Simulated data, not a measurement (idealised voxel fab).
Title: Process Module voxel ribs on slabs
Section shown: cut. Width: 280 nm. Cell size: 5 nm, square.
Cross-section = grid of square cells, listed top down in bands; band = one or more rows. Heights first: top, then bottom, in nm. Then materials, left to right, each with a width in nm. "all across" on a single material: fills the band edge to edge. "empty": empty space. Note: height 0 marks the level under which the wafer is uniformly one material as received. Lowest band unbounded below, written "0 down". The two numbers in a width such as "30 to 40" mark its ends across the band: the first belongs to the top row of cells, the second to the bottom row, and from each row to the next the width moves by the same amount. "everything unchanged" (step): cross-section cells unchanged, all of them. Any empty space of 8 cells or more lacking an open way to the top shows up in "Sealed internal cavities" as width x height at distance, distance from the left edge, in nm. What comes after the settings on a step's line is commentary from the simulator itself on that step. The optional step-line setting "overlay nm" applies to steps with a mask and quantifies how far to the right of its planned location the mask lay, a negative value indicating leftward placement.

# Here's what the planned process steps look like
1: RECEIVE,material Si
2: DIRECTIONAL_DEP,material SiO2,thk nm 25
3: DIRECTIONAL_DEP,material polySi,thk nm 15
4: DIRECTIONAL_DEP,material aC,thk nm 10
5: PATTERN,tone cover,mask id RIB,material resist,width nm 15,thk nm 30,overlay nm 0
6: DIRECTIONAL_ETCH,etch materials aC,depth nm 10
7: STRIP,etch materials resist
8: DIRECTIONAL_ETCH,etch materials polySi,depth nm 10
9: STRIP,etch materials aC
10: DIRECTIONAL_DEP,material aC,thk nm 15
11: PATTERN,tone cover,mask id SLAB,material resist,width nm 55,thk nm 35,overlay nm 0
12: DIRECTIONAL_ETCH,etch materials aC,depth nm 15
13: STRIP,etch materials resist
14: DIRECTIONAL_ETCH,etch materials polySi,depth nm 5
15: STRIP,etch materials aC
16: FILL_DEP,material SiO2,thk nm 20
17: CMP,height nm 40
18: DIRECTIONAL_DEP,material TiN,thk nm 5
19: DIRECTIONAL_DEP,material aC,thk nm 15
20: PATTERN,tone cover,mask id HEATER,material resist,width nm 25,thk nm 35,overlay nm 0
21: DIRECTIONAL_ETCH,etch materials aC,depth nm 15
22: STRIP,etch materials resist
23: DIRECTIONAL_ETCH,etch materials TiN,depth nm 5
24: STRIP,etch materials aC
25: CONFORMAL_DEP,material SiO2,thk nm 10
Among the wafers covered here, the point of difference is the height nm at step 17; their starting state is shared, and the plan presents the value of the first wafer.

# Cross-sectional view of the first of several wafers in the as-received condition, corresponding to the state following step 1
    0 down | Si all across
    Sealed internal cavities: none

# End-of-module cross-section, first of several wafers, after last step 25
    55 to 50 | empty (115)  SiO2 (45)  empty (120)
    50 to 45 | SiO2 all across
    45 to 40 | SiO2 (125)  TiN (25)  SiO2 (130)
    40 to 30 | SiO2 (130)  polySi (15)  SiO2 (135)
    30 to 25 | SiO2 (110)  polySi (55)  SiO2 (115)
    25 to 0 | SiO2 all across
    0 down | Si all across
    Sealed internal cavities: none

# End of module, last wafer sectioned
    75 to 70 | empty (115)  SiO2 (45)  empty (120)
    70 to 65 | SiO2 all across
    65 to 60 | SiO2 (125)  TiN (25)  SiO2 (130)
    60 to 40 | SiO2 all across
    40 to 30 | SiO2 (130)  polySi (15)  SiO2 (135)
    30 to 25 | SiO2 (110)  polySi (55)  SiO2 (115)
    25 to 0 | SiO2 all across
    0 down | Si all across
    Sealed internal cavities: none

# Row per wafer, end-of-module: cell gain (+)/loss (-) by material since the wafer came in, then closed voids
height nm 40 | +547 SiO2 | +5 TiN | +17 polySi | Sealed internal cavities: none
height nm 45 | +603 SiO2 | +5 TiN | +17 polySi | Sealed internal cavities: none
height nm 50 | +659 SiO2 | +5 TiN | +17 polySi | Sealed internal cavities: none
height nm 55 | +715 SiO2 | +5 TiN | +17 polySi | Sealed internal cavities: none
height nm 60 | +771 SiO2 | +5 TiN | +17 polySi | Sealed internal cavities: none
